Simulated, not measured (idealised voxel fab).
The following is a process module called voxel capacitor over wiring.
Section cut is 290 nm wide and gridded with 5 nm square cells.
Just so we're on the same page, the cross-sections are grids of square cells, and they're listed out in bands top to bottom, each band one or more rows deep.
Heights first: top, then bottom, in nm. Then materials, left to right, each with a width in nm. "edge to edge" on a single material: fills the band edge to edge. "air": empty space.
Height datum 0, below which the as-received substrate wafer is one material. Lowest band open at the bottom, running downward: "z 0 and below".
Quick explanation for "30..40": the width changes in equal steps down the rows of cells, from the first number in the band's top row to the second number in its bottom row.
"no modifications" (step): cross-section cells unchanged, all of them.
Entry "Enclosed void catalog" = empty spaces >= 8 cells with no open way to the top; each as width x height at distance, distance from left edge, all nm.
On each step's line, the part that comes after the settings is the simulator's own comment on the step.
overlay nm: right-of-plan distance of the mask on a masked step; negative values mean left-of-plan.

## plan
1 RECEIVE: material Si
2 CONFORMAL_DEP: material SiO2, thk nm 10
3 CONFORMAL_DEP: material SiN, thk nm 5
4 DIRECTIONAL_DEP: material SiO2, thk nm 25
5 PATTERN: tone open, mask id METAL_1, material resist, width nm 20, pitch nm 75, thk nm 15, overlay nm 0
6 DIRECTIONAL_ETCH: etch materials SiO2, depth nm 25
7 DIRECTIONAL_ETCH: etch materials SiN, depth nm 5
8 STRIP: etch materials resist
9 CONFORMAL_DEP: material TiN, thk nm 5
10 FILL_DEP: material Cu, thk nm 5
11 CMP: height nm 40
12 CONFORMAL_DEP: material SiCN, thk nm 5
13 DIRECTIONAL_DEP: material SiO2, thk nm 15
14 DIRECTIONAL_DEP: material aC, thk nm 15
15 PATTERN: tone open, mask id PLUG_1, material resist, width nm 15, thk nm 35, overlay nm 0
16 DIRECTIONAL_ETCH: etch materials aC, depth nm 15
17 STRIP: etch materials resist
18 DIRECTIONAL_ETCH: etch materials SiO2, depth nm 15
19 DIRECTIONAL_ETCH: etch materials SiCN, depth nm 5
20 STRIP: etch materials aC
21 EPI: material Ru, thk nm 10
22 EPI: material Ru, thk nm 10
23 DIRECTIONAL_DEP: material TiN, thk nm 5
24 DIRECTIONAL_DEP: material Al2O3, thk nm 5
25 DIRECTIONAL_DEP: material TiN, thk nm 5
26 MASKED_ETCH: tone cover, mask id UPPER_PLATE, width nm 60, etch materials TiN, depth nm 5, overlay nm 0
27 MASKED_ETCH: tone cover, mask id UPPER_PLATE, width nm 60, etch materials Al2O3, depth nm 5, overlay nm 0
28 MASKED_ETCH: tone cover, mask id LOWER_PLATE, width nm 70, etch materials TiN, depth nm 5, overlay nm 0
29 FILL_DEP: material SiO2, thk nm 15
30 CMP: height nm 85
31 PATTERN: tone open, mask id PLUG_2, material resist, width nm 15, thk nm 20, overlay nm 0
32 DIRECTIONAL_ETCH: etch materials SiO2, depth nm 10
33 STRIP: etch materials resist
34 CONFORMAL_DEP: material TiN, thk nm 5
35 FILL_DEP: material Ru, thk nm 5
36 CMP: height nm 85
37 CONFORMAL_DEP: material SiCN, thk nm 5

## Cross-section of the wafer upon arrival, representing the state reached after step 1
	z 0 and below  Si edge to edge
	Enclosed void catalog: none

## First wafer of two, sectioned at end of module; run went per plan
	z 90 to 85  SiCN edge to edge
	z 85 to 80  110 SiO2; 5 TiN; 5 Ru; 5 TiN; 165 SiO2
	z 80 to 70  110..100 SiO2; 15..60 TiN; 165..130 SiO2
	z 70 to 65  100 SiO2; 60 Al2O3; 130 SiO2
	z 65 to 60  95 SiO2; 70 TiN; 125 SiO2
	z 60 to 45  100 SiO2; 15 Ru; 175 SiO2
	z 45 to 40  100 SiCN; 15 Ru; 175 SiCN
	z 40 to 15  95 SiO2; 5 TiN; 10 Cu; 5 TiN; 55 SiO2; 5 TiN; 10 Cu; 5 TiN; 100 SiO2
	z 15 to 10  95 SiN; 20 TiN; 55 SiN; 20 TiN; 100 SiN
	z 10 to 0  SiO2 edge to edge
	z 0 and below  Si edge to edge
	Enclosed void catalog: none

## The second wafer, shown in cross-section after the module: started the same way as the first and given the same plan, yet one mistake crept into how it was run
	z 90 to 85  SiCN edge to edge
	z 85 to 80  110 SiO2; 5 TiN; 5 Ru; 5 TiN; 165 SiO2
	z 80 to 70  110..100 SiO2; 15..60 TiN; 165..130 SiO2
	z 70 to 65  100 SiO2; 60 Al2O3; 130 SiO2
	z 65 to 60  95 SiO2; 70 TiN; 125 SiO2
	z 60 to 45  100 SiO2; 15 Ru; 175 SiO2
	z 45 to 40  100 SiCN; 15 Ru; 175 SiCN
	z 40 to 15  105 SiO2; 5 TiN; 10 Cu; 5 TiN; 55 SiO2; 5 TiN; 10 Cu; 5 TiN; 90 SiO2
	z 15 to 10  105 SiN; 20 TiN; 55 SiN; 20 TiN; 90 SiN
	z 10 to 0  SiO2 edge to edge
	z 0 and below  Si edge to edge
	Enclosed void catalog: none
What was the processing mistake? step 5 did not use the planned setting and instead ran as PATTERN: tone open, mask id METAL_1, material resist, width nm 20, pitch nm 75, thk nm 15, overlay nm 10
If you tally the cells, the second wafer ends up with the same amount of every material as the first; it's all just sitting in different places.
